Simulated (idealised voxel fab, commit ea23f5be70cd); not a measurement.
Presented below is a process module, voxel transistor to metal.
Shown is cross-section cut, with a width of 295 nm and square cells of size 5 nm.
Throughout this document, each cross-section is represented as a grid of square cells and is presented as a sequence of bands enumerated from the top downward, where a band comprises one or more rows of cells. The entry gives the band's vertical extent as a top height and a bottom height in nm, then its horizontal make-up as materials from left to right, each with a width in nm. "air" stands for empty space; a single material marked "everywhere" fills the band edge to edge. Height datum 0, below which the as-received substrate wafer is one material. Lowest band open at the bottom, running downward: "top 0, no bottom". Width: "30 to 40" (first number = top row, second number = bottom row, same change from row to row of cells). "no modifications" after a step means that no cell of the cross-section changed. Closed internal cavities: empty space of 8 cells or more with no open way to the top, each as width x height at its distance from the left edge, in nm. Heads up: the bit after the settings on a step's line is the simulator's remark on that step. You can add "overlay nm" to a step's line. For a step with a mask, it describes how far the mask lay to the right of its planned position, and a negative number describes a lay to the left.

# Planned process steps
1: RECEIVE (material Si)
2: CONFORMAL_DEP (material SiO2; thk nm 5)
3: CONFORMAL_DEP (material SiN; thk nm 10)
4: MASKED_ETCH (tone cover; mask id ACTIVE; width nm 115; pitch nm 145; etch materials SiN; depth nm 10; overlay nm 0)
5: MASKED_ETCH (tone cover; mask id ACTIVE; width nm 115; pitch nm 145; etch materials SiO2; depth nm 5; overlay nm 0)
6: MASKED_ETCH (tone cover; mask id ACTIVE; width nm 115; pitch nm 145; etch materials Si; depth nm 30; overlay nm 0)
7: OXIDIZE (depth nm 5)
8: FILL_DEP (material SiO2; thk nm 5)
9: CMP (height nm 15)
10: SELECTIVE_ETCH (etch materials SiO2; depth nm 10)
11: STRIP (etch materials SiN)
12: SELECTIVE_ETCH (etch materials SiO2; depth nm 5)
13: OXIDIZE (depth nm 5)
14: DIRECTIONAL_DEP (material polySi; thk nm 25)
15: DIRECTIONAL_DEP (material SiCN; thk nm 15)
16: PATTERN (tone cover; mask id GATE; material resist; width nm 35; pitch nm 145; thk nm 15; overlay nm 0)
17: DIRECTIONAL_ETCH (etch materials SiCN; depth nm 25)
18: DIRECTIONAL_ETCH (etch materials polySi; depth nm 35)
19: STRIP (etch materials resist)
20: CONFORMAL_DEP (material SiO2; thk nm 5)
21: DIRECTIONAL_ETCH (etch materials SiO2; depth nm 5)
22: CONFORMAL_DEP (material SiN; thk nm 5)
23: DIRECTIONAL_ETCH (etch materials SiN; depth nm 5)
24: DIRECTIONAL_ETCH (etch materials SiO2; depth nm 5)
25: EPI (material pSi; thk nm 5)
26: FILL_DEP (material SiO2; thk nm 10)
27: CMP (height nm 25)
28: STRIP (etch materials polySi)
29: SELECTIVE_ETCH (etch materials SiO2; depth nm 5)
30: CONFORMAL_DEP (material HfO2; thk nm 5)
31: CONFORMAL_DEP (material TiN; thk nm 5)
32: FILL_DEP (material W; thk nm 10)
33: CMP (height nm 20)
34: DIRECTIONAL_DEP (material SiO2; thk nm 15)
35: PATTERN (tone open; mask id CONTACT; material resist; width nm 15; thk nm 15; overlay nm 0)
36: DIRECTIONAL_ETCH (etch materials SiO2; depth nm 35)
37: STRIP (etch materials resist)
38: CONFORMAL_DEP (material TiN; thk nm 5)
39: FILL_DEP (material W; thk nm 5)
40: CMP (height nm 35)
41: CONFORMAL_DEP (material SiN; thk nm 5)
42: DIRECTIONAL_DEP (material lowk; thk nm 15)
43: MASKED_ETCH (tone open; mask id METAL_1; width nm 15; etch materials lowk; depth nm 15; overlay nm 0)
44: MASKED_ETCH (tone open; mask id METAL_1; width nm 15; etch materials SiN; depth nm 5; overlay nm 0)
45: CONFORMAL_DEP (material TiN; thk nm 5)
46: FILL_DEP (material Ru; thk nm 5)
47: CMP (height nm 55)
48: EPI (material Ru; thk nm 5)
49: FILL_DEP (material SiCN; thk nm 5)
50: DIRECTIONAL_DEP (material SiO2; thk nm 35)
51: MASKED_ETCH (tone open; mask id METAL_2; width nm 15; pitch nm 145; etch materials SiO2; depth nm 20; overlay nm 0)
52: PATTERN (tone open; mask id METAL_2_HOLES; material resist; width nm 15; pitch nm 145; thk nm 15; overlay nm 0)
53: DIRECTIONAL_ETCH (etch materials SiO2; depth nm 15)
54: DIRECTIONAL_ETCH (etch materials SiCN; depth nm 5)
55: STRIP (etch materials resist)
56: CONFORMAL_DEP (material TiN; thk nm 5)
57: FILL_DEP (material Cu; thk nm 10)
58: CMP (height nm 100)
59: CONFORMAL_DEP (material SiCN; thk nm 5)

# The following pertains to the first of two wafers, which was processed as planned

# Shown in cross-section is the wafer as received, that is, as it stands after step 1
	top 0, no bottom  Si everywhere
	Closed internal cavities: none

# Sectional view: wafer, after step 2
	top 5, bottom 0  SiO2 everywhere
	below 0: unchanged

# Sectional view: wafer, after step 3
	top 15, bottom 5  SiN everywhere
	below 5: unchanged

# Sectional view: wafer, after step 4
	top 15, bottom 5  air=15  SiN=115  air=30  SiN=115  air=20
	below 5: unchanged

# Sectional view: wafer, after step 5
	top 15, bottom 5  air=15  SiN=115  air=30  SiN=115  air=20
	top 5, bottom 0  air=15  SiO2=115  air=30  SiO2=115  air=20
	below 0: unchanged

# Sectional view: wafer, after step 6
	top 15, bottom 5  air=15  SiN=115  air=30  SiN=115  air=20
	top 5, bottom 0  air=15  SiO2=115  air=30  SiO2=115  air=20
	top 0, bottom -30  air=15  Si=115  air=30  Si=115  air=20
	below -30: unchanged

# Sectional view: wafer, after step 7
	top 15, bottom 5  air=15  SiN=115  air=30  SiN=115  air=20
	top 5, bottom 0  air=15  SiO2=115  air=30  SiO2=115  air=20
	top 0, bottom -30  air=15  SiO2=5  Si=105  SiO2=5  air=30  SiO2=5  Si=105  SiO2=5  air=20
	top -30, bottom -35  SiO2=20  Si=105  SiO2=40  Si=105  SiO2=25
	below -35: unchanged

# Sectional view: wafer, after step 8
	top 20, bottom 15  SiO2 everywhere
	top 15, bottom 5  SiO2=15  SiN=115  SiO2=30  SiN=115  SiO2=20
	top 5, bottom 0  SiO2 everywhere
	top 0, bottom -35  SiO2=20  Si=105  SiO2=40  Si=105  SiO2=25
	below -35: unchanged

# Sectional view: wafer, after step 9
	top 15, bottom 5  SiO2=15  SiN=115  SiO2=30  SiN=115  SiO2=20
	below 5: unchanged

# Sectional view: wafer, after step 10
	top 15, bottom 5  air=15  SiN=115  air=30  SiN=115  air=20
	below 5: unchanged

# Sectional view: wafer, after step 11
	top 5, bottom 0  SiO2 everywhere
	below 0: unchanged

# Sectional view: wafer, after step 12
	top 0, bottom -35  SiO2=20  Si=105  SiO2=40  Si=105  SiO2=25
	below -35: unchanged

# Sectional view: wafer, after step 13
	top 0, bottom -5  SiO2 everywhere
	below -5: unchanged

# Sectional view: wafer, after step 14
	top 25, bottom 0  polySi everywhere
	below 0: unchanged

# Sectional view: wafer, after step 15
	top 40, bottom 25  SiCN everywhere
	below 25: unchanged

# Sectional view: wafer, after step 16
	top 55, bottom 40  air=55  resist=35  air=110  resist=35  air=60
	below 40: unchanged

# Sectional view: wafer, after step 17
	top 55, bottom 40  air=55  resist=35  air=110  resist=35  air=60
	top 40, bottom 25  air=55  SiCN=35  air=110  SiCN=35  air=60
	below 25: unchanged

# Sectional view: wafer, after step 18
	top 55, bottom 40  air=55  resist=35  air=110  resist=35  air=60
	top 40, bottom 25  air=55  SiCN=35  air=110  SiCN=35  air=60
	top 25, bottom 0  air=55  polySi=35  air=110  polySi=35  air=60
	below 0: unchanged

# Sectional view: wafer, after step 19
	top 40, bottom 25  air=55  SiCN=35  air=110  SiCN=35  air=60
	below 25: unchanged

# Sectional view: wafer, after step 20
	top 45, bottom 40  air=50  SiO2=45  air=100  SiO2=45  air=55
	top 40, bottom 25  air=50  SiO2=5  SiCN=35  SiO2=5  air=100  SiO2=5  SiCN=35  SiO2=5  air=55
	top 25, bottom 5  air=50  SiO2=5  polySi=35  SiO2=5  air=100  SiO2=5  polySi=35  SiO2=5  air=55
	top 5, bottom 0  SiO2=55  polySi=35  SiO2=110  polySi=35  SiO2=60
	below 0: unchanged

# Sectional view: wafer, after step 21
	top 40, bottom 25  air=50  SiO2=5  SiCN=35  SiO2=5  air=100  SiO2=5  SiCN=35  SiO2=5  air=55
	top 25, bottom 0  air=50  SiO2=5  polySi=35  SiO2=5  air=100  SiO2=5  polySi=35  SiO2=5  air=55
	below 0: unchanged

# Sectional view: wafer, after step 22
	top 45, bottom 40  air=45  SiN=55  air=90  SiN=55  air=50
	top 40, bottom 25  air=45  SiN=5  SiO2=5  SiCN=35  SiO2=5  SiN=5  air=90  SiN=5  SiO2=5  SiCN=35  SiO2=5  SiN=5  air=50
	top 25, bottom 5  air=45  SiN=5  SiO2=5  polySi=35  SiO2=5  SiN=5  air=90  SiN=5  SiO2=5  polySi=35  SiO2=5  SiN=5  air=50
	top 5, bottom 0  SiN=50  SiO2=5  polySi=35  SiO2=5  SiN=100  SiO2=5  polySi=35  SiO2=5  SiN=55
	below 0: unchanged

# Sectional view: wafer, after step 23
	top 40, bottom 25  air=45  SiN=5  SiO2=5  SiCN=35  SiO2=5  SiN=5  air=90  SiN=5  SiO2=5  SiCN=35  SiO2=5  SiN=5  air=50
	top 25, bottom 0  air=45  SiN=5  SiO2=5  polySi=35  SiO2=5  SiN=5  air=90  SiN=5  SiO2=5  polySi=35  SiO2=5  SiN=5  air=50
	below 0: unchanged

# Sectional view: wafer, after step 24
	top 40, bottom 35  air=45  SiN=5  air=5  SiCN=35  air=5  SiN=5  air=90  SiN=5  air=5  SiCN=35  air=5  SiN=5  air=50
	top 35, bottom 25  air=45  SiN=5  SiO2=5  SiCN=35  SiO2=5  SiN=5  air=90  SiN=5  SiO2=5  SiCN=35  SiO2=5  SiN=5  air=50
	top 25, bottom 0  air=45  SiN=5  SiO2=5  polySi=35  SiO2=5  SiN=5  air=90  SiN=5  SiO2=5  polySi=35  SiO2=5  SiN=5  air=50
	top 0, bottom -5  air=45  SiO2=55  air=90  SiO2=55  air=50
	below -5: unchanged

# Sectional view: wafer, after step 25
	top 40, bottom 35  air=45  SiN=5  air=5  SiCN=35  air=5  SiN=5  air=90  SiN=5  air=5  SiCN=35  air=5  SiN=5  air=50
	top 35, bottom 25  air=45  SiN=5  SiO2=5  SiCN=35  SiO2=5  SiN=5  air=90  SiN=5  SiO2=5  SiCN=35  SiO2=5  SiN=5  air=50
	top 25, bottom 0  air=45  SiN=5  SiO2=5  polySi=35  SiO2=5  SiN=5  air=90  SiN=5  SiO2=5  polySi=35  SiO2=5  SiN=5  air=50
	top 0, bottom -5  air=15  pSi=30  SiO2=55  pSi=30  air=30  pSi=30  SiO2=55  pSi=30  air=20
	below -5: unchanged

# Sectional view: wafer, after step 26
	top 50, bottom 40  SiO2 everywhere
	top 40, bottom 25  SiO2=45  SiN=5  SiO2=5  SiCN=35  SiO2=5  SiN=5  SiO2=90  SiN=5  SiO2=5  SiCN=35  SiO2=5  SiN=5  SiO2=50
	top 25, bottom 0  SiO2=45  SiN=5  SiO2=5  polySi=35  SiO2=5  SiN=5  SiO2=90  SiN=5  SiO2=5  polySi=35  SiO2=5  SiN=5  SiO2=50
	top 0, bottom -5  SiO2=15  pSi=30  SiO2=55  pSi=30  SiO2=30  pSi=30  SiO2=55  pSi=30  SiO2=20
	below -5: unchanged

# Sectional view: wafer, after step 27
	top 25, bottom 0  SiO2=45  SiN=5  SiO2=5  polySi=35  SiO2=5  SiN=5  SiO2=90  SiN=5  SiO2=5  polySi=35  SiO2=5  SiN=5  SiO2=50
	below 0: unchanged

# Sectional view: wafer, after step 28
	top 25, bottom 0  SiO2=45  SiN=5  SiO2=5  air=35  SiO2=5  SiN=5  SiO2=90  SiN=5  SiO2=5  air=35  SiO2=5  SiN=5  SiO2=50
	below 0: unchanged

# Sectional view: wafer, after step 29
	top 25, bottom 20  air=45  SiN=5  air=45  SiN=5  air=90  SiN=5  air=45  SiN=5  air=50
	top 20, bottom 0  SiO2=45  SiN=5  air=45  SiN=5  SiO2=90  SiN=5  air=45  SiN=5  SiO2=50
	top 0, bottom -5  SiO2=15  pSi=30  SiO2=5  air=45  SiO2=5  pSi=30  SiO2=30  pSi=30  SiO2=5  air=45  SiO2=5  pSi=30  SiO2=20
	below -5: unchanged

# Sectional view: wafer, after step 30
	top 30, bottom 25  air=40  HfO2=15  air=35  HfO2=15  air=80  HfO2=15  air=35  HfO2=15  air=45
	top 25, bottom 20  HfO2=45  SiN=5  HfO2=5  air=35  HfO2=5  SiN=5  HfO2=90  SiN=5  HfO2=5  air=35  HfO2=5  SiN=5  HfO2=50
	top 20, bottom 0  SiO2=45  SiN=5  HfO2=5  air=35  HfO2=5  SiN=5  SiO2=90  SiN=5  HfO2=5  air=35  HfO2=5  SiN=5  SiO2=50
	top 0, bottom -5  SiO2=15  pSi=30  SiO2=5  HfO2=45  SiO2=5  pSi=30  SiO2=30  pSi=30  SiO2=5  HfO2=45  SiO2=5  pSi=30  SiO2=20
	below -5: unchanged

# Sectional view: wafer, after step 31
	top 35, bottom 30  air=35  TiN=25  air=25  TiN=25  air=70  TiN=25  air=25  TiN=25  air=40
	top 30, bottom 25  TiN=40  HfO2=15  TiN=5  air=25  TiN=5  HfO2=15  TiN=80  HfO2=15  TiN=5  air=25  TiN=5  HfO2=15  TiN=45
	top 25, bottom 20  HfO2=45  SiN=5  HfO2=5  TiN=5  air=25  TiN=5  HfO2=5  SiN=5  HfO2=90  SiN=5  HfO2=5  TiN=5  air=25  TiN=5  HfO2=5  SiN=5  HfO2=50
	top 20, bottom 5  SiO2=45  SiN=5  HfO2=5  TiN=5  air=25  TiN=5  HfO2=5  SiN=5  SiO2=90  SiN=5  HfO2=5  TiN=5  air=25  TiN=5  HfO2=5  SiN=5  SiO2=50
	top 5, bottom 0  SiO2=45  SiN=5  HfO2=5  TiN=35  HfO2=5  SiN=5  SiO2=90  SiN=5  HfO2=5  TiN=35  HfO2=5  SiN=5  SiO2=50
	below 0: unchanged

# Sectional view: wafer, after step 32
	top 45, bottom 35  W everywhere
	top 35, bottom 30  W=35  TiN=25  W=25  TiN=25  W=70  TiN=25  W=25  TiN=25  W=40
	top 30, bottom 25  TiN=40  HfO2=15  TiN=5  W=25  TiN=5  HfO2=15  TiN=80  HfO2=15  TiN=5  W=25  TiN=5  HfO2=15  TiN=45
	top 25, bottom 20  HfO2=45  SiN=5  HfO2=5  TiN=5  W=25  TiN=5  HfO2=5  SiN=5  HfO2=90  SiN=5  HfO2=5  TiN=5  W=25  TiN=5  HfO2=5  SiN=5  HfO2=50
	top 20, bottom 5  SiO2=45  SiN=5  HfO2=5  TiN=5  W=25  TiN=5  HfO2=5  SiN=5  SiO2=90  SiN=5  HfO2=5  TiN=5  W=25  TiN=5  HfO2=5  SiN=5  SiO2=50
	below 5: unchanged

# Sectional view: wafer, after step 33
	top 20, bottom 5  SiO2=45  SiN=5  HfO2=5  TiN=5  W=25  TiN=5  HfO2=5  SiN=5  SiO2=90  SiN=5  HfO2=5  TiN=5  W=25  TiN=5  HfO2=5  SiN=5  SiO2=50
	below 5: unchanged

# Sectional view: wafer, after step 34
	top 35, bottom 20  SiO2 everywhere
	below 20: unchanged

# Sectional view: wafer, after step 35
	top 50, bottom 35  resist=20  air=15  resist=75  air=15  resist=40  air=15  resist=75  air=15  resist=25
	below 35: unchanged

# Sectional view: wafer, after step 36
	top 50, bottom 35  resist=20  air=15  resist=75  air=15  resist=40  air=15  resist=75  air=15  resist=25
	top 35, bottom 20  SiO2=20  air=15  SiO2=75  air=15  SiO2=40  air=15  SiO2=75  air=15  SiO2=25
	top 20, bottom 5  SiO2=20  air=15  SiO2=10  SiN=5  HfO2=5  TiN=5  W=25  TiN=5  HfO2=5  SiN=5  SiO2=10  air=15  SiO2=40  air=15  SiO2=10  SiN=5  HfO2=5  TiN=5  W=25  TiN=5  HfO2=5  SiN=5  SiO2=10  air=15  SiO2=25
	top 5, bottom 0  SiO2=20  air=15  SiO2=10  SiN=5  HfO2=5  TiN=35  HfO2=5  SiN=5  SiO2=10  air=15  SiO2=40  air=15  SiO2=10  SiN=5  HfO2=5  TiN=35  HfO2=5  SiN=5  SiO2=10  air=15  SiO2=25
	below 0: unchanged

# Sectional view: wafer, after step 37
	top 35, bottom 20  SiO2=20  air=15  SiO2=75  air=15  SiO2=40  air=15  SiO2=75  air=15  SiO2=25
	below 20: unchanged

# Sectional view: wafer, after step 38
	top 40, bottom 35  TiN=25  air=5  TiN=85  air=5  TiN=50  air=5  TiN=85  air=5  TiN=30
	top 35, bottom 20  SiO2=20  TiN=5  air=5  TiN=5  SiO2=75  TiN=5  air=5  TiN=5  SiO2=40  TiN=5  air=5  TiN=5  SiO2=75  TiN=5  air=5  TiN=5  SiO2=25
	top 20, bottom 5  SiO2=20  TiN=5  air=5  TiN=5  SiO2=10  SiN=5  HfO2=5  TiN=5  W=25  TiN=5  HfO2=5  SiN=5  SiO2=10  TiN=5  air=5  TiN=5  SiO2=40  TiN=5  air=5  TiN=5  SiO2=10  SiN=5  HfO2=5  TiN=5  W=25  TiN=5  HfO2=5  SiN=5  SiO2=10  TiN=5  air=5  TiN=5  SiO2=25
	top 5, bottom 0  SiO2=20  TiN=15  SiO2=10  SiN=5  HfO2=5  TiN=35  HfO2=5  SiN=5  SiO2=10  TiN=15  SiO2=40  TiN=15  SiO2=10  SiN=5  HfO2=5  TiN=35  HfO2=5  SiN=5  SiO2=10  TiN=15  SiO2=25
	below 0: unchanged

# Sectional view: wafer, after step 39
	top 45, bottom 40  W everywhere
	top 40, bottom 35  TiN=25  W=5  TiN=85  W=5  TiN=50  W=5  TiN=85  W=5  TiN=30
	top 35, bottom 20  SiO2=20  TiN=5  W=5  TiN=5  SiO2=75  TiN=5  W=5  TiN=5  SiO2=40  TiN=5  W=5  TiN=5  SiO2=75  TiN=5  W=5  TiN=5  SiO2=25
	top 20, bottom 5  SiO2=20  TiN=5  W=5  TiN=5  SiO2=10  SiN=5  HfO2=5  TiN=5  W=25  TiN=5  HfO2=5  SiN=5  SiO2=10  TiN=5  W=5  TiN=5  SiO2=40  TiN=5  W=5  TiN=5  SiO2=10  SiN=5  HfO2=5  TiN=5  W=25  TiN=5  HfO2=5  SiN=5  SiO2=10  TiN=5  W=5  TiN=5  SiO2=25
	below 5: unchanged

# Sectional view: wafer, after step 40
	top 35, bottom 20  SiO2=20  TiN=5  W=5  TiN=5  SiO2=75  TiN=5  W=5  TiN=5  SiO2=40  TiN=5  W=5  TiN=5  SiO2=75  TiN=5  W=5  TiN=5  SiO2=25
	below 20: unchanged

# Sectional view: wafer, after step 41
	top 40, bottom 35  SiN everywhere
	below 35: unchanged

# Sectional view: wafer, after step 42
	top 55, bottom 40  lowk everywhere
	below 40: unchanged

# Sectional view: wafer, after step 43
	top 55, bottom 40  lowk=20  air=15  lowk=75  air=15  lowk=40  air=15  lowk=75  air=15  lowk=25
	below 40: unchanged

# Sectional view: wafer, after step 44
	top 55, bottom 40  lowk=20  air=15  lowk=75  air=15  lowk=40  air=15  lowk=75  air=15  lowk=25
	top 40, bottom 35  SiN=20  air=15  SiN=75  air=15  SiN=40  air=15  SiN=75  air=15  SiN=25
	below 35: unchanged

# Sectional view: wafer, after step 45
	top 60, bottom 55  TiN=25  air=5  TiN=85  air=5  TiN=50  air=5  TiN=85  air=5  TiN=30
	top 55, bottom 40  lowk=20  TiN=5  air=5  TiN=5  lowk=75  TiN=5  air=5  TiN=5  lowk=40  TiN=5  air=5  TiN=5  lowk=75  TiN=5  air=5  TiN=5  lowk=25
	top 40, bottom 35  SiN=20  TiN=15  SiN=75  TiN=15  SiN=40  TiN=15  SiN=75  TiN=15  SiN=25
	below 35: unchanged

# Sectional view: wafer, after step 46
	top 65, bottom 60  Ru everywhere
	top 60, bottom 55  TiN=25  Ru=5  TiN=85  Ru=5  TiN=50  Ru=5  TiN=85  Ru=5  TiN=30
	top 55, bottom 40  lowk=20  TiN=5  Ru=5  TiN=5  lowk=75  TiN=5  Ru=5  TiN=5  lowk=40  TiN=5  Ru=5  TiN=5  lowk=75  TiN=5  Ru=5  TiN=5  lowk=25
	below 40: unchanged

# Sectional view: wafer, after step 47
	top 55, bottom 40  lowk=20  TiN=5  Ru=5  TiN=5  lowk=75  TiN=5  Ru=5  TiN=5  lowk=40  TiN=5  Ru=5  TiN=5  lowk=75  TiN=5  Ru=5  TiN=5  lowk=25
	below 40: unchanged

# Sectional view: wafer, after step 48
	top 60, bottom 55  air=15  Ru=25  air=65  Ru=25  air=30  Ru=25  air=65  Ru=25  air=20
	below 55: unchanged

# Sectional view: wafer, after step 49
	top 65, bottom 60  SiCN everywhere
	top 60, bottom 55  SiCN=15  Ru=25  SiCN=65  Ru=25  SiCN=30  Ru=25  SiCN=65  Ru=25  SiCN=20
	below 55: unchanged

# Sectional view: wafer, after step 50
	top 100, bottom 65  SiO2 everywhere
	below 65: unchanged

# Sectional view: wafer, after step 51
	top 100, bottom 80  SiO2=20  air=15  SiO2=130  air=15  SiO2=115
	below 80: unchanged

# Sectional view: wafer, after step 52
	top 115, bottom 100  resist=20  air=15  resist=130  air=15  resist=115
	below 100: unchanged

# Sectional view: wafer, after step 53
	top 115, bottom 100  resist=20  air=15  resist=130  air=15  resist=115
	top 100, bottom 65  SiO2=20  air=15  SiO2=130  air=15  SiO2=115
	below 65: unchanged

# Sectional view: wafer, after step 54
	top 115, bottom 100  resist=20  air=15  resist=130  air=15  resist=115
	top 100, bottom 65  SiO2=20  air=15  SiO2=130  air=15  SiO2=115
	top 65, bottom 60  SiCN=20  air=15  SiCN=130  air=15  SiCN=115
	below 60: unchanged

# Sectional view: wafer, after step 55
	top 100, bottom 65  SiO2=20  air=15  SiO2=130  air=15  SiO2=115
	below 65: unchanged

# Sectional view: wafer, after step 56
	top 105, bottom 100  TiN=25  air=5  TiN=140  air=5  TiN=120
	top 100, bottom 65  SiO2=20  TiN=5  air=5  TiN=5  SiO2=130  TiN=5  air=5  TiN=5  SiO2=115
	top 65, bottom 60  SiCN=20  TiN=15  SiCN=130  TiN=15  SiCN=115
	below 60: unchanged

# Sectional view: wafer, after step 57
	top 115, bottom 105  Cu everywhere
	top 105, bottom 100  TiN=25  Cu=5  TiN=140  Cu=5  TiN=120
	top 100, bottom 65  SiO2=20  TiN=5  Cu=5  TiN=5  SiO2=130  TiN=5  Cu=5  TiN=5  SiO2=115
	below 65: unchanged

# Sectional view: wafer, after step 58
	top 100, bottom 65  SiO2=20  TiN=5  Cu=5  TiN=5  SiO2=130  TiN=5  Cu=5  TiN=5  SiO2=115
	below 65: unchanged

# Sectional view: wafer, after step 59
	top 105, bottom 100  SiCN everywhere
	below 100: unchanged

# Notes, second wafer: start = first wafer's, plan = first wafer's, execution had one mistake; history identical to first through step 48

# Look at the second wafer in cross-section at the time step 49 ought to have finished
	top 95, bottom 90  air=15  SiO2=25  air=65  SiO2=25  air=30  SiO2=25  air=65  SiO2=25  air=20
	top 90, bottom 60  SiO2 everywhere
	top 60, bottom 55  SiO2=15  Ru=25  SiO2=65  Ru=25  SiO2=30  Ru=25  SiO2=65  Ru=25  SiO2=20
	below 55: unchanged

# Look at the second wafer in cross-section at the time step 50 ought to have finished
	top 100, bottom 95  SiCN everywhere
	top 95, bottom 90  SiCN=15  SiO2=25  SiCN=65  SiO2=25  SiCN=30  SiO2=25  SiCN=65  SiO2=25  SiCN=20
	below 90: unchanged

Look at the second wafer in cross-section at the time step 51 ought to have finished: no modifications

# Look at the second wafer in cross-section at the time step 52 ought to have finished
	top 115, bottom 100  resist=20  air=15  resist=130  air=15  resist=115
	below 100: unchanged

Look at the second wafer in cross-section at the time step 53 ought to have finished: no modifications

# Look at the second wafer in cross-section at the time step 54 ought to have finished
	top 115, bottom 100  resist=20  air=15  resist=130  air=15  resist=115
	top 100, bottom 95  SiCN=20  air=15  SiCN=130  air=15  SiCN=115
	below 95: unchanged

# Look at the second wafer in cross-section at the time step 55 ought to have finished
	top 100, bottom 95  SiCN=20  air=15  SiCN=130  air=15  SiCN=115
	below 95: unchanged

# Look at the second wafer in cross-section at the time step 56 ought to have finished
	top 105, bottom 100  TiN=25  air=5  TiN=140  air=5  TiN=120
	top 100, bottom 95  SiCN=20  TiN=15  SiCN=130  TiN=15  SiCN=115
	below 95: unchanged

# Look at the second wafer in cross-section at the time step 57 ought to have finished
	top 115, bottom 105  Cu everywhere
	top 105, bottom 100  TiN=25  Cu=5  TiN=140  Cu=5  TiN=120
	below 100: unchanged

# Look at the second wafer in cross-section at the time step 58 ought to have finished
	top 100, bottom 95  SiCN=20  TiN=15  SiCN=130  TiN=15  SiCN=115
	below 95: unchanged

# Look at the second wafer in cross-section at the time step 59 ought to have finished
	top 105, bottom 100  SiCN everywhere
	below 100: unchanged
Want to know what went wrong? steps 49 and 50 of the plan were run in the wrong order, each in the other's place
FYI, end of process, the second wafer has more or fewer cells of some materials than the first: -14 Cu, +42 SiO2, -28 TiN
